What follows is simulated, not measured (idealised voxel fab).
process module | voxel wiring stack
cross-section cut | 180 nm wide | cells 5 nm
A cross-section is a grid of square cells, given in bands from the top down. A band is one or more rows of cells.
Each band's line starts with the height of the band's top and of its bottom, in nm. Then come its materials from left to right, each with its width in nm. One material with "throughout" fills the band from edge to edge. "air" is empty space.
Height 0 is the level under which the wafer as received is all one material. The lowest band goes on downwards, as in "0 down".
A width such as "30 to 40" changes by the same amount from each row of cells to the next, from the band's top row to its bottom row.
"no change" after a step means that no cell of the cross-section changed.
closed voids: empty space of 8 cells or more with no open way to the top, each as width x height at its distance from the left edge, in nm
after a step's settings: what the simulator itself notes on the step
overlay nm, on a step with a mask: how far to the right of its planned place the mask lay; to the left if negative
plan
1 op RECEIVE | material Si
2 op CONFORMAL_DEP | material SiO2 | thk nm 10
3 op DIRECTIONAL_DEP | material TiN | thk nm 5
4 op DIRECTIONAL_DEP | material Ru | thk nm 15
5 op MASKED_ETCH | tone cover | mask id METAL_1 | width nm 30 | pitch nm 50 | etch materials Ru | depth nm 15 | overlay nm 0
6 op MASKED_ETCH | tone cover | mask id METAL_1 | width nm 30 | pitch nm 50 | etch materials TiN | depth nm 5 | overlay nm 0
7 op CONFORMAL_DEP | material SiCN | thk nm 5
8 op FILL_DEP | material SiO2 | thk nm 10
9 op CMP | height nm 30
10 op CONFORMAL_DEP | material SiCN | thk nm 5
11 op DIRECTIONAL_DEP | material SiO2 | thk nm 30
12 op MASKED_ETCH | tone open | mask id METAL_2_HOLES | width nm 15 | pitch nm 50 | etch materials SiO2 | depth nm 30 | overlay nm 0
13 op PATTERN | tone open | mask id METAL_2 | material resist | width nm 30 | pitch nm 50 | thk nm 20 | overlay nm 0
14 op DIRECTIONAL_ETCH | etch materials SiO2 | depth nm 20
15 op DIRECTIONAL_ETCH | etch materials SiCN | depth nm 5
16 op STRIP | etch materials resist
17 op CONFORMAL_DEP | material TiN | thk nm 5
18 op FILL_DEP | material Ru | thk nm 5
19 op CMP | height nm 65
20 op CONFORMAL_DEP | material SiCN | thk nm 5
21 op DIRECTIONAL_DEP | material SiO2 | thk nm 25
22 op PATTERN | tone open | mask id METAL_3 | material resist | width nm 30 | pitch nm 50 | thk nm 20 | overlay nm 0
23 op DIRECTIONAL_ETCH | etch materials SiO2 | depth nm 15
24 op STRIP | etch materials resist
25 op MASKED_ETCH | tone open | mask id METAL_3_HOLES | width nm 15 | etch materials SiO2 | depth nm 10 | overlay nm 0
26 op MASKED_ETCH | tone open | mask id METAL_3_HOLES | width nm 15 | etch materials SiCN | depth nm 5 | overlay nm 0
27 op CONFORMAL_DEP | material TiN | thk nm 5
28 op FILL_DEP | material Ru | thk nm 10
29 op CMP | height nm 95
30 op CONFORMAL_DEP | material SiCN | thk nm 5
31 op DIRECTIONAL_DEP | material lowk | thk nm 35
32 op MASKED_ETCH | tone open | mask id METAL_4 | width nm 30 | pitch nm 50 | etch materials lowk | depth nm 20 | overlay nm 0
33 op MASKED_ETCH | tone open | mask id METAL_4_HOLES | width nm 15 | pitch nm 50 | etch materials lowk | depth nm 15 | overlay nm 0
34 op MASKED_ETCH | tone open | mask id METAL_4_HOLES | width nm 15 | pitch nm 50 | etch materials SiCN | depth nm 5 | overlay nm 0
35 op CONFORMAL_DEP | material TiN | thk nm 5
36 op FILL_DEP | material Ru | thk nm 5
37 op CMP | height nm 135
38 op CONFORMAL_DEP | material SiCN | thk nm 5
as received, after step 1
  0 down: Si throughout
  closed voids: none
a wafer at the end: this start, this plan, one mistake
  140 to 135: SiCN throughout
  135 to 120: lowk 50 | TiN 5 | Ru 20 | TiN 5 | lowk 20 | TiN 5 | Ru 20 | TiN 5 | lowk 50
  120 to 115: lowk 50 | TiN 5 | Ru 5 | TiN 20 | lowk 20 | TiN 5 | Ru 5 | TiN 20 | lowk 50
  115 to 100: lowk 50 | TiN 5 | Ru 5 | TiN 5 | lowk 35 | TiN 5 | Ru 5 | TiN 5 | lowk 65
  100 to 95: SiCN 50 | TiN 15 | SiCN 35 | TiN 15 | SiCN 65
  95 to 90: SiCN 50 | TiN 15 | SiCN 115
  90 to 65: SiO2 throughout
  65 to 50: SiO2 50 | TiN 5 | Ru 20 | TiN 5 | SiO2 20 | TiN 5 | Ru 20 | TiN 5 | SiO2 50
  50 to 45: SiO2 50 | TiN 5 | Ru 5 | TiN 20 | SiO2 20 | TiN 5 | Ru 5 | TiN 20 | SiO2 50
  45 to 35: SiO2 50 | TiN 5 | Ru 5 | TiN 5 | SiO2 35 | TiN 5 | Ru 5 | TiN 5 | SiO2 65
  35 to 30: SiCN 50 | TiN 15 | SiCN 35 | TiN 15 | SiCN 65
  30 to 15: SiO2 45 | SiCN 5 | Ru 30 | SiCN 5 | SiO2 10 | SiCN 5 | Ru 30 | SiCN 5 | SiO2 45
  15 to 10: SiCN 50 | TiN 30 | SiCN 20 | TiN 30 | SiCN 50
  10 to 0: SiO2 throughout
  0 down: Si throughout
  closed voids: none
what went wrong: steps 20 and 21 were swapped
